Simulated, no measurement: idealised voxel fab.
process module | voxel self aligned vias
cross-section cut | 185 nm wide | cells 5 nm
A cross-section is a grid of square cells, given in bands from the top down. A band is one or more rows of cells.
Each band's line starts with the height of the band's top and of its bottom, in nm. Then come its materials from left to right, each with its width in nm. One material with "throughout" fills the band from edge to edge. "air" is empty space.
Height 0 is the level under which the wafer as received is all one material. The lowest band goes on downwards, as in "0 down".
A width such as "30 to 40" changes by the same amount from each row of cells to the next, from the band's top row to its bottom row.
"no change" after a step means that no cell of the cross-section changed.
closed voids: empty space of 8 cells or more with no open way to the top, each as width x height at its distance from the left edge, in nm
after a step's settings: what the simulator itself notes on the step
overlay nm, on a step with a mask: how far to the right of its planned place the mask lay; to the left if negative
plan
1 op RECEIVE | material Si
2 op CONFORMAL_DEP | material SiO2 | thk nm 10
3 op CONFORMAL_DEP | material SiCN | thk nm 5
4 op DIRECTIONAL_DEP | material SiO2 | thk nm 25
5 op MASKED_ETCH | tone open | mask id LINES | width nm 20 | pitch nm 70 | etch materials SiO2 | depth nm 25 | overlay nm 0
6 op CONFORMAL_DEP | material TiN | thk nm 5
7 op FILL_DEP | material Ru | thk nm 10
8 op CMP | height nm 40
9 op SELECTIVE_ETCH | etch materials W Ru TiN | depth nm 10
10 op FILL_DEP | material SiN | thk nm 10
11 op CMP | height nm 40
12 op DIRECTIONAL_DEP | material SiO2 | thk nm 15
13 op DIRECTIONAL_DEP | material aC | thk nm 10
14 op PATTERN | tone open | mask id VIAS | material resist | width nm 40 | pitch nm 70 | thk nm 25 | overlay nm 0
15 op DIRECTIONAL_ETCH | etch materials aC | depth nm 10
16 op STRIP | etch materials resist
17 op DIRECTIONAL_ETCH | etch materials SiO2 | depth nm 15
18 op DIRECTIONAL_ETCH | etch materials SiN | depth nm 10
19 op STRIP | etch materials aC
20 op CONFORMAL_DEP | material TiN | thk nm 5
21 op FILL_DEP | material Ru | thk nm 5
22 op CMP | height nm 55
23 op CONFORMAL_DEP | material SiN | thk nm 5
as received, after step 1
  0 down: Si throughout
  closed voids: none
a wafer at the end: this start, this plan, one mistake
  60 to 55: SiN throughout
  55 to 45: SiO2 40 | TiN 5 | Ru 25 | TiN 5 | SiO2 35 | TiN 5 | Ru 25 | TiN 5 | SiO2 40
  45 to 35: SiO2 40 to 45 | TiN 10 to 5 | Ru 10 | TiN 15 to 5 | SiO2 35 to 50 | TiN 10 to 5 | Ru 10 | TiN 15 to 5 | SiO2 40 to 50
  35 to 30: SiO2 45 | TiN 20 | SiO2 50 | TiN 20 | SiO2 50
  30 to 20: SiO2 45 | TiN 5 | Ru 10 | TiN 5 | SiO2 50 | TiN 5 | Ru 10 | TiN 5 | SiO2 50
  20 to 15: SiO2 45 | TiN 20 | SiO2 50 | TiN 20 | SiO2 50
  15 to 10: SiCN throughout
  10 to 0: SiO2 throughout
  0 down: Si throughout
  closed voids: none
what went wrong: step 14 ran as: op PATTERN | tone open | mask id VIAS | material resist | width nm 35 | pitch nm 70 | thk nm 25 | overlay nm 0
